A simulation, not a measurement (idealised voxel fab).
The name of this process module is voxel double patterning.
265 nm wide, 5 nm square cells: that's cross-section cut.
For the purposes of this document, a cross-section shall be understood as a grid of square cells, specified as bands listed in top-to-bottom order, each band consisting of one or more rows of cells. Band entry format. Leading values: height of top, height of bottom, nm. Remainder: materials in left-to-right order, each with its width in nm. Special words: "full width" on a single material, which then fills the band edge to edge; "empty", empty space. The reference from which all heights are counted is 0, the level beneath which the as-received wafer is entirely one material; the lowest band, having no lower bound, proceeds downward and is written after the example "0 -> down". The two numbers in a width such as "30->40" mark its ends across the band: the first belongs to the top row of cells, the second to the bottom row, and from each row to the next the width moves by the same amount. Step note "no alteration" = no cross-section cell changed. "Sealed cavities": sealed empty spaces, 8 cells or more, no open way to top, listed width x height at distance, with distance from the left edge and width, height and distance in nm. Step line, after settings: the simulator's comment on this step. overlay nm, on a step with a mask: how far to the right of its planned place the mask lay; to the left if negative. Pairs, read this way: before one process step on the one hand, after it on the other, the after cross-section ending at the lowest band that changed; the step between, settings included, beneath. Same starting wafer throughout, but possibly different runs of this module, so no pair continues from the pair above unless its entry headed "Before processing" says so.

Before processing:
  85 -> 50: empty 100, then resist 15, then empty 35, then resist 15, then empty 100
  50 -> 35: aC full width
  35 -> 30: SiCN full width
  30 -> 10: polySi full width
  10 -> 0: SiO2 full width
  0 -> down: Si full width
  Sealed cavities: none

Sectional Result:
  70 -> 50: empty 100, then resist 15, then empty 35, then resist 15, then empty 100
  50 -> 35: empty 100, then aC 15, then empty 35, then aC 15, then empty 100
  Note: structure below 35 unchanged.
  Sealed cavities: none
In between the before and after cross-sections above, the step is DIRECTIONAL_ETCH | etch materials aC | depth nm 15

Before processing: This step starts from the configuration shown after the step in the pair immediately above.

Sectional Result:
  50 -> 35: empty 100, then aC 15, then empty 35, then aC 15, then empty 100
  Note: structure below 35 unchanged.
  Sealed cavities: none
In between the before and after cross-sections above, the step is STRIP | etch materials resist

Before processing: This step starts from the configuration shown after the step in the pair immediately above.

Sectional Result:
  50 -> 35: empty 100, then aC 15, then empty 35, then aC 15, then empty 100
  35 -> 30: empty 100, then SiCN 15, then empty 35, then SiCN 15, then empty 100
  Note: structure below 30 unchanged.
  Sealed cavities: none
In between the before and after cross-sections above, the step is DIRECTIONAL_ETCH | etch materials SiCN | depth nm 5

Before processing: This step starts from the configuration shown after the step in the pair immediately above.

Sectional Result:
  35 -> 30: empty 100, then SiCN 15, then empty 35, then SiCN 15, then empty 100
  Note: structure below 30 unchanged.
  Sealed cavities: none
In between the before and after cross-sections above, the step is STRIP | etch materials aC

Before processing: This step starts from the configuration shown after the step in the pair immediately above.

Sectional Result:
  55 -> 35: resist 125, then empty 15, then resist 125
  35 -> 30: resist 100, then SiCN 15, then resist 10, then empty 15, then resist 10, then SiCN 15, then resist 100
  Note: structure below 30 unchanged.
  Sealed cavities: none
In between the before and after cross-sections above, the step is PATTERN | tone open | mask id SECOND | material resist | width nm 15 | thk nm 20 | overlay nm 0

Before processing: This step starts from the configuration shown after the step in the pair immediately above.

Sectional Result:
  35 -> 30: empty 100, then SiCN 15, then empty 35, then SiCN 15, then empty 100
  Note: structure below 30 unchanged.
  Sealed cavities: none
In between the before and after cross-sections above, the step is STRIP | etch materials resist

Before processing: This step starts from the configuration shown after the step in the pair immediately above.

Sectional Result:
  35 -> 30: empty 100, then SiCN 15, then empty 35, then SiCN 15, then empty 100
  30 -> 10: empty 100, then polySi 15, then empty 35, then polySi 15, then empty 100
  Note: structure below 10 unchanged.
  Sealed cavities: none
In between the before and after cross-sections above, the step is DIRECTIONAL_ETCH | etch materials polySi | depth nm 20

Before processing: This step starts from the configuration shown after the step in the pair immediately above.

Sectional Result:
  30 -> 10: empty 100, then polySi 15, then empty 35, then polySi 15, then empty 100
  Note: structure below 10 unchanged.
  Sealed cavities: none
In between the before and after cross-sections above, the step is STRIP | etch materials SiCN
